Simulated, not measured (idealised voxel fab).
Process module under the name voxel plated lines
Cross-sectional view cut (width: 170 nm; square cell size: 5 nm).
In this document a cross-section is written as a grid of square cells. It is given as a series of bands, listed from the top down, and a band is one or more rows of cells. First you get the band's top height and its bottom height, in nm, and then the materials it's made of, left to right, with each width in nm. If you see a single material with "all across", that one covers the band edge to edge. "air" is empty space. Heights are measured from 0, the level below which the as-received wafer is all one material; the lowest band has no bottom and continues downward, written as in "top 0, no bottom". With a width like "30..40", each row of cells in the band differs from the next by the same amount, the top row carrying the first number and the bottom row the second. What does "no modification" mean for a step? It means no cell of the cross-section changed in that step. What "Enclosed empty spaces" gives you is every empty space of 8 cells or more that is cut off from the top. Each appears as width x height at distance, with the distance taken from the left edge and width, height and distance all in nm. Step line, after settings: the simulator's comment on this step. overlay nm: mask offset rightward from planned place, masked step; negative means leftward offset.

Process steps (planned)
1,RECEIVE [material Si]
2,CONFORMAL_DEP [material SiN] [thk nm 5]
3,DIRECTIONAL_DEP [material TiN] [thk nm 5]
4,PATTERN [tone open] [mask id LINES] [material resist] [width nm 25] [pitch nm 40] [thk nm 25] [overlay nm 0]
5,EPI [material Ru] [thk nm 5]
6,EPI [material Ru] [thk nm 5]
7,STRIP [etch materials resist]
8,DIRECTIONAL_ETCH [etch materials TiN] [depth nm 5]
9,CONFORMAL_DEP [material SiO2] [thk nm 5]

as received, after step 1
- top 0, no bottom = Si all across
- Enclosed empty spaces: none

Cross-section at module end, one run error; start and plan unchanged from above
- top 35, bottom 20 = air 35 nm, then SiO2 95 nm, then air 40 nm
- top 20, bottom 10 = SiO2 50 nm, then Ru 25 nm, then SiO2 15 nm, then Ru 25 nm, then SiO2 55 nm
- top 10, bottom 5 = SiO2 50 nm, then TiN 25 nm, then SiO2 15 nm, then TiN 25 nm, then SiO2 55 nm
- top 5, bottom 0 = SiN all across
- top 0, no bottom = Si all across
- Enclosed empty spaces: none
Against the plan, the run slipped here: step 9 changed vs plan, executed as CONFORMAL_DEP [material SiO2] [thk nm 15]
